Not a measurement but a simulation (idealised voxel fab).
process module | voxel trench capacitor
cross-section cut | 145 nm wide | cells 5 nm
A cross-section is a grid of square cells, given in bands from the top down. A band is one or more rows of cells.
Each band's line starts with the height of the band's top and of its bottom, in nm. Then come its materials from left to right, each with its width in nm. One material with "throughout" fills the band from edge to edge. "air" is empty space.
Height 0 is the level under which the wafer as received is all one material. The lowest band goes on downwards, as in "0 down".
A width such as "30 to 40" changes by the same amount from each row of cells to the next, from the band's top row to its bottom row.
"no change" after a step means that no cell of the cross-section changed.
closed voids: empty space of 8 cells or more with no open way to the top, each as width x height at its distance from the left edge, in nm
after a step's settings: what the simulator itself notes on the step
overlay nm, on a step with a mask: how far to the right of its planned place the mask lay; to the left if negative
plan
1 op RECEIVE | material Si
2 op CONFORMAL_DEP | material SiN | thk nm 5
3 op DIRECTIONAL_DEP | material aC | thk nm 15
4 op PATTERN | tone open | mask id TRENCH | material resist | width nm 20 | pitch nm 35 | thk nm 35 | overlay nm 0
5 op DIRECTIONAL_ETCH | etch materials aC | depth nm 15
6 op STRIP | etch materials resist
7 op DIRECTIONAL_ETCH | etch materials SiN | depth nm 5
8 op DIRECTIONAL_ETCH | etch materials Si | depth nm 35
9 op STRIP | etch materials aC
10 op CONFORMAL_DEP | material SiO2 | thk nm 5
11 op FILL_DEP | material polySi | thk nm 10
12 op CMP | height nm 5
as received, after step 1
  0 down: Si throughout
  closed voids: none
first wafer at the end, as planned
  5 to 0: SiN 45 | SiO2 5 | polySi 10 | SiO2 5 | SiN 15 | SiO2 5 | polySi 10 | SiO2 5 | SiN 45
  0 to -30: Si 45 | SiO2 5 | polySi 10 | SiO2 5 | Si 15 | SiO2 5 | polySi 10 | SiO2 5 | Si 45
  -30 to -35: Si 45 | SiO2 20 | Si 15 | SiO2 20 | Si 45
  -35 down: Si throughout
  closed voids: none
second wafer at the end: like start, like plan, one mistake
  5 to 0: SiN 50 | SiO2 5 | polySi 5 | SiO2 5 | SiN 20 | SiO2 5 | polySi 5 | SiO2 5 | SiN 45
  0 to -30: Si 50 | SiO2 5 | polySi 5 | SiO2 5 | Si 20 | SiO2 5 | polySi 5 | SiO2 5 | Si 45
  -30 to -35: Si 50 | SiO2 15 | Si 20 | SiO2 15 | Si 45
  -35 down: Si throughout
  closed voids: none
what went wrong: step 4 ran as: op PATTERN | tone open | mask id TRENCH | material resist | width nm 15 | pitch nm 35 | thk nm 35 | overlay nm 0
at the end the second wafer has, in cells: 14 more of Si | 2 more of SiN | 2 fewer of SiO2 | 14 fewer of polySi
